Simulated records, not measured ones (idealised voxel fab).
The name of this process module is voxel spacer lines.
Displayed cross-section: cut, width of 270 nm, square cells sized 5 nm.
Cross-section spec: square-cell grid; bands listed top down; each band is one or more rows. The entry gives the band's vertical extent as a top height and a bottom height in nm, then its horizontal make-up as materials from left to right, each with a width in nm. "empty" stands for empty space; a single material marked "edge to edge" fills the band edge to edge. Heights from 0 (as-received wafer is one material below). Bottom band endless downward, as "from 0 down". Per-row width for "30..40": begins at first number (top row of band), ends at second number (bottom row), increment between rows held constant. "no change" means the step left every cell of the cross-section as it was. Enclosed voids (no open way to top), threshold 8 cells or more, entry "Completely sealed voids", notation width x height at distance, distance from left edge, nm. Past the settings on a step's line: simulator remark, on that step. overlay nm: mask right of planned place by this much (step with mask). Neg. = left.

Intended process steps:
1 RECEIVE: material Si
2 CONFORMAL_DEP: material Al2O3, thk nm 5
3 DIRECTIONAL_DEP: material SiN, thk nm 15
4 DIRECTIONAL_DEP: material aC, thk nm 20
5 PATTERN: tone cover, mask id MANDREL, material resist, width nm 25, pitch nm 70, thk nm 25, overlay nm 0
6 DIRECTIONAL_ETCH: etch materials aC, depth nm 20
7 STRIP: etch materials resist
8 CONFORMAL_DEP: material SiO2, thk nm 10
9 DIRECTIONAL_ETCH: etch materials SiO2, depth nm 10
10 STRIP: etch materials aC
11 DIRECTIONAL_ETCH: etch materials SiN, depth nm 15
12 STRIP: etch materials SiO2
13 FILL_DEP: material SiO2, thk nm 10
14 CMP: height nm 20

Cross-section of the wafer as it came to us, i.e., already through step 1:
    from 0 down: Si edge to edge
    Completely sealed voids: none

Below is the wafer in cross-section after the module was completed. It began from the starting point shown above and followed the plan shown above, except that one mistake was made while running it:
    from 20 to 5: 50 of SiO2; 10 of SiN; 5 of SiO2; 10 of SiN; 45 of SiO2; 10 of SiN; 5 of SiO2; 10 of SiN; 45 of SiO2; 10 of SiN; 5 of SiO2; 10 of SiN; 55 of SiO2
    from 5 to 0: Al2O3 edge to edge
    from 0 down: Si edge to edge
    Completely sealed voids: none
Misprocessing identified: step 5 was run on a setting that differed from the plan, and what really ran there is PATTERN: tone open, mask id MANDREL, material resist, width nm 25, pitch nm 70, thk nm 25, overlay nm 0
